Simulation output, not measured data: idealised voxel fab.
Process module, titled voxel spacer lines
The figure presents cross-section cut, which has a width of 255 nm and is divided into square cells with an edge length of 5 nm.
Reading order for cross-sections: top band down to bottom band. Underlying form: a grid of square cells. Band size: one or more rows of cells.
The band entry comprises the height of the band's top followed by the height of its bottom, expressed in nm, and subsequently the band's materials from left to right, each stated together with its width in nm. Where a single material is marked with the word "all across", that material fills the band from edge to edge. The word "empty" represents empty space.
Convention: height 0 is the level below which the wafer, as received, is all one material. The lowest band does not terminate at the bottom but continues downward, represented as "z 0 and below".
Width: "30..40" (first number = top row, second number = bottom row, same change from row to row of cells).
The designation "no alteration", where it is given for a processing step, indicates that no cell of the cross-section was altered in the course of that step.
"Unvented internal voids": sealed empty spaces, 8 cells or more, no open way to top, listed width x height at distance, with distance from the left edge and width, height and distance in nm.
That trailing text on a step's line, after the settings, is the simulator's own remark on the step.
Regarding "overlay nm": on a step with a mask, it is the distance the mask lay to the right of its planned place; a negative value places it to the left.
## So here's the lineup of process steps we planned
| 1 | op RECEIVE | material Si |
| 2 | op CONFORMAL_DEP | material Al2O3 | thk nm 5 |
| 3 | op DIRECTIONAL_DEP | material SiN | thk nm 10 |
| 4 | op DIRECTIONAL_DEP | material aC | thk nm 25 |
| 5 | op PATTERN | tone cover | mask id MANDREL | material resist | width nm 20 | pitch nm 60 | thk nm 35 | overlay nm 0 |
| 6 | op DIRECTIONAL_ETCH | etch materials aC | depth nm 25 |
| 7 | op STRIP | etch materials resist |
| 8 | op CONFORMAL_DEP | material SiO2 | thk nm 10 |
| 9 | op DIRECTIONAL_ETCH | etch materials SiO2 | depth nm 10 |
| 10 | op STRIP | etch materials aC |
| 11 | op DIRECTIONAL_ETCH | etch materials SiN | depth nm 10 |
| 12 | op STRIP | etch materials SiO2 |
| 13 | op FILL_DEP | material SiO2 | thk nm 10 |
| 14 | op CMP | height nm 15 |
## Cross-sectional view of the wafer in its as-received condition, corresponding to the state after step 1
- z 0 and below | Si all across
- Unvented internal voids: none
## Wafer cross-section at module end: first of two, run to plan
- z 15 to 5 | 45 of SiO2  10 of SiN  20 of SiO2  10 of SiN  20 of SiO2  10 of SiN  20 of SiO2  10 of SiN  20 of SiO2  10 of SiN  20 of SiO2  10 of SiN  50 of SiO2
- z 5 to 0 | Al2O3 all across
- z 0 and below | Si all across
- Unvented internal voids: none
## Second of two wafers, module complete, sectioned: it shares the first wafer's start and plan but was run with one mistake
- z 15 to 5 | 45 of SiO2  10 of SiN  25 of SiO2  10 of SiN  15 of SiO2  10 of SiN  25 of SiO2  10 of SiN  15 of SiO2  10 of SiN  25 of SiO2  10 of SiN  45 of SiO2
- z 5 to 0 | Al2O3 all across
- z 0 and below | Si all across
- Unvented internal voids: none
The mistake made against the process plan was this: step 5 ran differently from the plan; actual operation with settings: op PATTERN | tone cover | mask id MANDREL | material resist | width nm 25 | pitch nm 60 | thk nm 35 | overlay nm 0
The concluding comparison shows that, measured in cells, each material is equally abundant on both wafers, albeit at different positions.
